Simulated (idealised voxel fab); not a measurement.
process module | voxel self aligned contacts
cross-section cut | 235 nm wide | cells 5 nm
A cross-section is a grid of square cells, given in bands from the top down. A band is one or more rows of cells.
Each band's line starts with the height of the band's top and of its bottom, in nm. Then come its materials from left to right, each with its width in nm. One material with "throughout" fills the band from edge to edge. "air" is empty space.
Height 0 is the level under which the wafer as received is all one material. The lowest band goes on downwards, as in "0 down".
A width such as "30 to 40" changes by the same amount from each row of cells to the next, from the band's top row to its bottom row.
"no change" after a step means that no cell of the cross-section changed.
closed voids: empty space of 8 cells or more with no open way to the top, each as width x height at its distance from the left edge, in nm
after a step's settings: what the simulator itself notes on the step
overlay nm, on a step with a mask: how far to the right of its planned place the mask lay; to the left if negative
plan
1 op RECEIVE | material Si
2 op OXIDIZE | depth nm 5
3 op DIRECTIONAL_DEP | material polySi | thk nm 25
4 op DIRECTIONAL_DEP | material SiN | thk nm 15
5 op PATTERN | tone cover | mask id GATE | material resist | width nm 25 | pitch nm 50 | thk nm 20 | overlay nm 0
6 op DIRECTIONAL_ETCH | etch materials SiN | depth nm 15
7 op DIRECTIONAL_ETCH | etch materials polySi | depth nm 25
8 op STRIP | etch materials resist
9 op CONFORMAL_DEP | material SiN | thk nm 5
10 op DIRECTIONAL_ETCH | etch materials SiN | depth nm 5
11 op FILL_DEP | material SiO2 | thk nm 20
12 op CMP | height nm 50
13 op DIRECTIONAL_DEP | material aC | thk nm 10
14 op PATTERN | tone open | mask id CONTACT | material resist | width nm 35 | pitch nm 50 | thk nm 30 | overlay nm 0
15 op DIRECTIONAL_ETCH | etch materials aC | depth nm 10
16 op STRIP | etch materials resist
17 op DIRECTIONAL_ETCH | etch materials SiO2 | depth nm 55
18 op STRIP | etch materials aC
19 op CONFORMAL_DEP | material TiN | thk nm 5
20 op FILL_DEP | material Ru | thk nm 10
21 op CMP | height nm 50
22 op CONFORMAL_DEP | material SiCN | thk nm 5
first wafer, as planned
as received, after step 1
  0 down: Si throughout
  closed voids: none
after step 2
  0 to -5: SiO2 throughout
  below -5: unchanged
after step 3
  25 to 0: polySi throughout
  below 0: unchanged
after step 4
  40 to 25: SiN throughout
  below 25: unchanged
after step 5
  60 to 40: air 55 | resist 25 | air 25 | resist 25 | air 25 | resist 25 | air 55
  below 40: unchanged
after step 6
  60 to 40: air 55 | resist 25 | air 25 | resist 25 | air 25 | resist 25 | air 55
  40 to 25: air 55 | SiN 25 | air 25 | SiN 25 | air 25 | SiN 25 | air 55
  below 25: unchanged
after step 7
  60 to 40: air 55 | resist 25 | air 25 | resist 25 | air 25 | resist 25 | air 55
  40 to 25: air 55 | SiN 25 | air 25 | SiN 25 | air 25 | SiN 25 | air 55
  25 to 0: air 55 | polySi 25 | air 25 | polySi 25 | air 25 | polySi 25 | air 55
  below 0: unchanged
after step 8
  40 to 25: air 55 | SiN 25 | air 25 | SiN 25 | air 25 | SiN 25 | air 55
  below 25: unchanged
after step 9
  45 to 25: air 50 | SiN 35 | air 15 | SiN 35 | air 15 | SiN 35 | air 50
  25 to 5: air 50 | SiN 5 | polySi 25 | SiN 5 | air 15 | SiN 5 | polySi 25 | SiN 5 | air 15 | SiN 5 | polySi 25 | SiN 5 | air 50
  5 to 0: SiN 55 | polySi 25 | SiN 25 | polySi 25 | SiN 25 | polySi 25 | SiN 55
  below 0: unchanged
after step 10
  40 to 25: air 50 | SiN 35 | air 15 | SiN 35 | air 15 | SiN 35 | air 50
  25 to 0: air 50 | SiN 5 | polySi 25 | SiN 5 | air 15 | SiN 5 | polySi 25 | SiN 5 | air 15 | SiN 5 | polySi 25 | SiN 5 | air 50
  below 0: unchanged
after step 11
  60 to 40: SiO2 throughout
  40 to 25: SiO2 50 | SiN 35 | SiO2 15 | SiN 35 | SiO2 15 | SiN 35 | SiO2 50
  25 to 0: SiO2 50 | SiN 5 | polySi 25 | SiN 5 | SiO2 15 | SiN 5 | polySi 25 | SiN 5 | SiO2 15 | SiN 5 | polySi 25 | SiN 5 | SiO2 50
  below 0: unchanged
after step 12
  50 to 40: SiO2 throughout
  below 40: unchanged
after step 13
  60 to 50: aC throughout
  below 50: unchanged
after step 14
  90 to 60: resist 75 | air 35 | resist 15 | air 35 | resist 75
  below 60: unchanged
after step 15
  80 to 60: resist 75 | air 35 | resist 15 | air 35 | resist 75
  60 to 50: aC 75 | air 35 | aC 15 | air 35 | aC 75
  below 50: unchanged
after step 16
  60 to 50: aC 75 | air 35 | aC 15 | air 35 | aC 75
  below 50: unchanged
after step 17
  60 to 50: aC 75 | air 35 | aC 15 | air 35 | aC 75
  50 to 40: SiO2 75 | air 35 | SiO2 15 | air 35 | SiO2 75
  40 to 25: SiO2 50 | SiN 35 | air 15 | SiN 35 | air 15 | SiN 35 | SiO2 50
  25 to 0: SiO2 50 | SiN 5 | polySi 25 | SiN 5 | air 15 | SiN 5 | polySi 25 | SiN 5 | air 15 | SiN 5 | polySi 25 | SiN 5 | SiO2 50
  0 to -5: SiO2 85 | air 15 | SiO2 35 | air 15 | SiO2 85
  below -5: unchanged
after step 18
  50 to 40: SiO2 75 | air 35 | SiO2 15 | air 35 | SiO2 75
  below 40: unchanged
after step 19
  55 to 50: TiN 80 | air 25 | TiN 25 | air 25 | TiN 80
  50 to 40: SiO2 75 | TiN 5 to 15 | air 25 to 5 | TiN 5 to 15 | SiO2 15 | TiN 5 to 15 | air 25 to 5 | TiN 5 to 15 | SiO2 75
  40 to 25: SiO2 50 | SiN 35 | TiN 5 | air 5 | TiN 5 | SiN 35 | TiN 5 | air 5 | TiN 5 | SiN 35 | SiO2 50
  25 to 0: SiO2 50 | SiN 5 | polySi 25 | SiN 5 | TiN 5 | air 5 | TiN 5 | SiN 5 | polySi 25 | SiN 5 | TiN 5 | air 5 | TiN 5 | SiN 5 | polySi 25 | SiN 5 | SiO2 50
  0 to -5: SiO2 85 | TiN 15 | SiO2 35 | TiN 15 | SiO2 85
  below -5: unchanged
after step 20
  65 to 55: Ru throughout
  55 to 50: TiN 80 | Ru 25 | TiN 25 | Ru 25 | TiN 80
  50 to 40: SiO2 75 | TiN 5 to 15 | Ru 25 to 5 | TiN 5 to 15 | SiO2 15 | TiN 5 to 15 | Ru 25 to 5 | TiN 5 to 15 | SiO2 75
  40 to 25: SiO2 50 | SiN 35 | TiN 5 | Ru 5 | TiN 5 | SiN 35 | TiN 5 | Ru 5 | TiN 5 | SiN 35 | SiO2 50
  25 to 0: SiO2 50 | SiN 5 | polySi 25 | SiN 5 | TiN 5 | Ru 5 | TiN 5 | SiN 5 | polySi 25 | SiN 5 | TiN 5 | Ru 5 | TiN 5 | SiN 5 | polySi 25 | SiN 5 | SiO2 50
  below 0: unchanged
after step 21
  50 to 40: SiO2 75 | TiN 5 to 15 | Ru 25 to 5 | TiN 5 to 15 | SiO2 15 | TiN 5 to 15 | Ru 25 to 5 | TiN 5 to 15 | SiO2 75
  below 40: unchanged
after step 22
  55 to 50: SiCN throughout
  below 50: unchanged
second wafer: like start, like plan, one mistake. Through step 20 it matches the first wafer
when step 21 should have ended: no change
when step 22 should have ended
  70 to 65: SiCN throughout
  below 65: unchanged
what went wrong: step 21 was left out
at the end the second wafer has, in cells: 104 more of Ru | 37 more of TiN
